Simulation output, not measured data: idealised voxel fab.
Proc. module: voxel double patterning
The figure presents cross-section cut, which has a width of 235 nm and is divided into square cells with an edge length of 5 nm.
Cross-section, as written here: a square-cell grid given band by band from the top down, where a band holds one or more rows of cells. Each band's line starts with the height of the band's top and of its bottom, in nm. Then come its materials from left to right, each with its width in nm. One material with "all across" fills the band from edge to edge. "blank" is empty space. Height reference: 0 = level under which incoming wafer is all one material. Lowest band: no bottom, runs on downward, e.g. "0 -> down". So if you see something like "30..40" for the width, read it as the top row of the band sitting at the first number and the bottom row at the second, with every row in between moving by the same amount as the last. You'll sometimes find "nothing was modified" written for a step, and that's the way of saying that nowhere in the cross-section did a cell change during that step. Entry "Closed void catalog". Content: empty spaces with no open connection to the top, size 8 cells or greater. Each: width x height at distance. Distance: from left edge. Unit: nm. On a step's line, text after the settings is the simulator commenting on that step. overlay nm: on a step with a mask, how far right of its planned place the mask lay; negative means left.
# This section lists the process steps that were planned
1: RECEIVE [material Si]
2: CONFORMAL_DEP [material SiO2] [thk nm 10]
3: DIRECTIONAL_DEP [material W] [thk nm 15]
4: DIRECTIONAL_DEP [material SiN] [thk nm 5]
5: PATTERN [tone open] [mask id FIRST] [material resist] [width nm 15] [pitch nm 50] [thk nm 20] [overlay nm 0]
6: DIRECTIONAL_ETCH [etch materials SiN] [depth nm 5]
7: STRIP [etch materials resist]
8: MASKED_ETCH [tone open] [mask id SECOND] [width nm 15] [etch materials SiN] [depth nm 5] [overlay nm 0]
9: DIRECTIONAL_ETCH [etch materials W] [depth nm 15]
10: STRIP [etch materials SiN]
# Delivered wafer in cross-section: state after step 1
	0 -> down = Si all across
	Closed void catalog: none
# Final cross-section, module run with one mistake (start and plan as above)
	15 -> 0 = W: 85, then blank: 15, then W: 10, then blank: 15, then W: 10, then blank: 15, then W: 85
	0 -> down = Si all across
	Closed void catalog: none
Short version of what went wrong: step 2 from the plan never happened, it was just skipped
